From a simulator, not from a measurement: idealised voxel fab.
The document below concerns the process module designated voxel wiring stack.
The figure presents cross-section cut, which has a width of 180 nm and is divided into square cells with an edge length of 5 nm.
A cross-section is written here as square cells arranged in a grid, and it is given in bands from the top down, each band taking up one or more rows of cells.
Top height, bottom height, nm. Materials left to right, width each, nm. Single material + "throughout" = fills band edge to edge. "blank" = empty.
Ref level 0: as-received wafer is one material below here. Bottom band extends down with no lower bound ("0 and below").
Width "30..40": first value at the band's top row of cells, second value at its bottom row, equal change from row to row.
You'll sometimes find "no modifications" written for a step, and that's the way of saying that nowhere in the cross-section did a cell change during that step.
Enclosed voids (no open way to top), threshold 8 cells or more, entry "Unvented cavities", notation width x height at distance, distance from left edge, nm.
Formally, on a step line, whatever follows the settings is a remark that the simulator itself makes on the step.
Among the settings permitted on a step's line is "overlay nm"; applied to a step with a mask, it specifies the extent to which the mask lay to the right of its planned position, whereas a negative figure signifies a position to the left.
This section lists the process steps that were planned
1: op RECEIVE | material Si
2: op CONFORMAL_DEP | material SiO2 | thk nm 10
3: op DIRECTIONAL_DEP | material TiN | thk nm 5
4: op DIRECTIONAL_DEP | material Ru | thk nm 15
5: op DIRECTIONAL_DEP | material aC | thk nm 15
6: op PATTERN | tone cover | mask id METAL_1 | material resist | width nm 20 | pitch nm 50 | thk nm 35 | overlay nm 0
7: op DIRECTIONAL_ETCH | etch materials aC | depth nm 15
8: op STRIP | etch materials resist
9: op DIRECTIONAL_ETCH | etch materials Ru | depth nm 15
10: op DIRECTIONAL_ETCH | etch materials TiN | depth nm 5
11: op STRIP | etch materials aC
12: op FILL_DEP | material SiO2 | thk nm 10
13: op CMP | height nm 30
14: op CONFORMAL_DEP | material SiCN | thk nm 5
15: op DIRECTIONAL_DEP | material lowk | thk nm 15
16: op MASKED_ETCH | tone open | mask id PLUG_1 | width nm 15 | pitch nm 100 | etch materials lowk | depth nm 15 | overlay nm 0
17: op MASKED_ETCH | tone open | mask id PLUG_1 | width nm 15 | pitch nm 100 | etch materials SiCN | depth nm 5 | overlay nm 0
18: op CONFORMAL_DEP | material TiN | thk nm 5
19: op FILL_DEP | material Cu | thk nm 10
20: op CMP | height nm 50
21: op CONFORMAL_DEP | material SiCN | thk nm 5
22: op DIRECTIONAL_DEP | material SiO2 | thk nm 15
23: op MASKED_ETCH | tone open | mask id METAL_2 | width nm 20 | pitch nm 50 | etch materials SiO2 | depth nm 15 | overlay nm 0
24: op MASKED_ETCH | tone open | mask id METAL_2 | width nm 20 | pitch nm 50 | etch materials SiCN | depth nm 5 | overlay nm 0
25: op CONFORMAL_DEP | material TiN | thk nm 5
26: op FILL_DEP | material Ru | thk nm 5
27: op CMP | height nm 70
28: op CONFORMAL_DEP | material SiCN | thk nm 5
29: op DIRECTIONAL_DEP | material SiO2 | thk nm 15
30: op MASKED_ETCH | tone open | mask id PLUG_2 | width nm 15 | pitch nm 100 | etch materials SiO2 | depth nm 15 | overlay nm 0
31: op MASKED_ETCH | tone open | mask id PLUG_2 | width nm 15 | pitch nm 100 | etch materials SiCN | depth nm 5 | overlay nm 0
32: op EPI | material Ru | thk nm 10
33: op EPI | material Ru | thk nm 10
34: op CONFORMAL_DEP | material SiN | thk nm 5
35: op DIRECTIONAL_DEP | material lowk | thk nm 15
36: op MASKED_ETCH | tone open | mask id METAL_3 | width nm 20 | pitch nm 50 | etch materials lowk | depth nm 15 | overlay nm 0
37: op MASKED_ETCH | tone open | mask id METAL_3 | width nm 20 | pitch nm 50 | etch materials SiN | depth nm 5 | overlay nm 0
38: op CONFORMAL_DEP | material TiN | thk nm 5
39: op FILL_DEP | material Cu | thk nm 10
40: op CMP | height nm 110
41: op EPI | material Ru | thk nm 5
42: op FILL_DEP | material SiCN | thk nm 5
43: op DIRECTIONAL_DEP | material SiO2 | thk nm 25
44: op MASKED_ETCH | tone open | mask id METAL_4 | width nm 20 | pitch nm 50 | etch materials SiO2 | depth nm 15 | overlay nm 0
45: op MASKED_ETCH | tone open | mask id METAL_4_HOLES | width nm 15 | pitch nm 50 | etch materials SiO2 | depth nm 10 | overlay nm 0
46: op MASKED_ETCH | tone open | mask id METAL_4_HOLES | width nm 15 | pitch nm 50 | etch materials SiCN | depth nm 5 | overlay nm 0
47: op CONFORMAL_DEP | material TiN | thk nm 5
48: op FILL_DEP | material Cu | thk nm 10
49: op CMP | height nm 145
50: op CONFORMAL_DEP | material SiN | thk nm 5
The wafers are alike at the start. At step 28, their thk nm differs. The plan lists the first wafer's value.
First of several wafers, received after step 1, in cross-section
0 and below | Si throughout
Unvented cavities: none
The figure below presents a cross-section of the first of several wafers at the conclusion of the module, following its last step, step 50
150 down to 145 | SiN throughout
145 down to 135 | SiO2: 30, TiN: 5, Cu: 10, TiN: 5, SiO2: 30, TiN: 5, Cu: 10, TiN: 5, SiO2: 30, TiN: 5, Cu: 10, TiN: 5, SiO2: 30
135 down to 130 | SiO2: 30, TiN: 5, Cu: 5, TiN: 10, SiO2: 30, TiN: 5, Cu: 5, TiN: 10, SiO2: 30, TiN: 5, Cu: 5, TiN: 10, SiO2: 30
130 down to 120 | SiO2: 30, TiN: 5, Cu: 5, TiN: 5, SiO2: 35, TiN: 5, Cu: 5, TiN: 5, SiO2: 35, TiN: 5, Cu: 5, TiN: 5, SiO2: 35
120 down to 115 | SiCN: 30, TiN: 15, SiCN: 35, TiN: 15, SiCN: 35, TiN: 15, SiCN: 35
115 down to 110 | SiCN: 25, Ru: 30, SiCN: 20, Ru: 30, SiCN: 20, Ru: 30, SiCN: 25
110 down to 95 | lowk: 30, TiN: 5, Cu: 10, TiN: 5, lowk: 30, TiN: 5, Cu: 10, TiN: 5, lowk: 30, TiN: 5, Cu: 10, TiN: 5, lowk: 30
95 down to 90 | SiN: 30, TiN: 20, SiN: 30, TiN: 20, SiN: 30, TiN: 20, SiN: 30
90 down to 75 | SiO2: 30, Ru: 15, SiO2: 85, Ru: 15, SiO2: 35
75 down to 70 | SiCN: 30, Ru: 15, SiCN: 85, Ru: 15, SiCN: 35
70 down to 55 | SiO2: 30, TiN: 5, Ru: 10, TiN: 5, SiO2: 30, TiN: 5, Ru: 10, TiN: 5, SiO2: 30, TiN: 5, Ru: 10, TiN: 5, SiO2: 30
55 down to 50 | SiCN: 30, TiN: 20, SiCN: 30, TiN: 20, SiCN: 30, TiN: 20, SiCN: 30
50 down to 35 | lowk: 30, TiN: 5, Cu: 5, TiN: 5, lowk: 85, TiN: 5, Cu: 5, TiN: 5, lowk: 35
35 down to 30 | SiCN: 30, TiN: 15, SiCN: 85, TiN: 15, SiCN: 35
30 down to 15 | SiO2: 30, Ru: 20, SiO2: 30, Ru: 20, SiO2: 30, Ru: 20, SiO2: 30
15 down to 10 | SiO2: 30, TiN: 20, SiO2: 30, TiN: 20, SiO2: 30, TiN: 20, SiO2: 30
10 down to 0 | SiO2 throughout
0 and below | Si throughout
Unvented cavities: none
Cross-sectional view of the final wafer of several at the module's end
150 down to 145 | SiN throughout
145 down to 135 | SiO2: 30, TiN: 5, Cu: 10, TiN: 5, SiO2: 30, TiN: 5, Cu: 10, TiN: 5, SiO2: 30, TiN: 5, Cu: 10, TiN: 5, SiO2: 30
135 down to 130 | SiO2: 30, TiN: 5, Cu: 5, TiN: 10, SiO2: 30, TiN: 5, Cu: 5, TiN: 10, SiO2: 30, TiN: 5, Cu: 5, TiN: 10, SiO2: 30
130 down to 120 | SiO2: 30, TiN: 5, Cu: 5, TiN: 5, SiO2: 35, TiN: 5, Cu: 5, TiN: 5, SiO2: 35, TiN: 5, Cu: 5, TiN: 5, SiO2: 35
120 down to 115 | SiCN: 30, TiN: 15, SiCN: 35, TiN: 15, SiCN: 35, TiN: 15, SiCN: 35
115 down to 110 | SiCN: 25, Ru: 30, SiCN: 20, Ru: 30, SiCN: 20, Ru: 30, SiCN: 25
110 down to 105 | SiN: 30, TiN: 20, SiN: 30, TiN: 20, SiN: 30, TiN: 20, SiN: 30
105 down to 90 | SiO2: 30, SiN: 5, TiN: 5, SiN: 5, SiO2: 85, SiN: 5, TiN: 5, SiN: 5, SiO2: 35
90 down to 85 | SiCN: 30, SiN: 5, TiN: 5, SiN: 5, SiCN: 85, SiN: 5, TiN: 5, SiN: 5, SiCN: 35
85 down to 70 | SiCN throughout
70 down to 55 | SiO2: 30, TiN: 5, Ru: 10, TiN: 5, SiO2: 30, TiN: 5, Ru: 10, TiN: 5, SiO2: 30, TiN: 5, Ru: 10, TiN: 5, SiO2: 30
55 down to 50 | SiCN: 30, TiN: 20, SiCN: 30, TiN: 20, SiCN: 30, TiN: 20, SiCN: 30
50 down to 35 | lowk: 30, TiN: 5, Cu: 5, TiN: 5, lowk: 85, TiN: 5, Cu: 5, TiN: 5, lowk: 35
35 down to 30 | SiCN: 30, TiN: 15, SiCN: 85, TiN: 15, SiCN: 35
30 down to 15 | SiO2: 30, Ru: 20, SiO2: 30, Ru: 20, SiO2: 30, Ru: 20, SiO2: 30
15 down to 10 | SiO2: 30, TiN: 20, SiO2: 30, TiN: 20, SiO2: 30, TiN: 20, SiO2: 30
10 down to 0 | SiO2 throughout
0 and below | Si throughout
Unvented cavities: none
Heads up, this table goes wafer by wafer. A row tells you, at the end of the module, how many cells of each material that wafer has put on (+) or dropped (-) since it was received, and then its closed voids
thk nm 5 | +45 Cu | +96 Ru | +129 SiCN | +60 SiN | +456 SiO2 | +132 TiN | +162 lowk | Unvented cavities: none
thk nm 10 | +39 Cu | +72 Ru | +165 SiCN | +76 SiN | +456 SiO2 | +134 TiN | +138 lowk | Unvented cavities: none
thk nm 15 | +33 Cu | +72 Ru | +201 SiCN | +76 SiN | +456 SiO2 | +128 TiN | +114 lowk | Unvented cavities: none
thk nm 20 | +27 Cu | +72 Ru | +237 SiCN | +76 SiN | +456 SiO2 | +122 TiN | +90 lowk | Unvented cavities: none
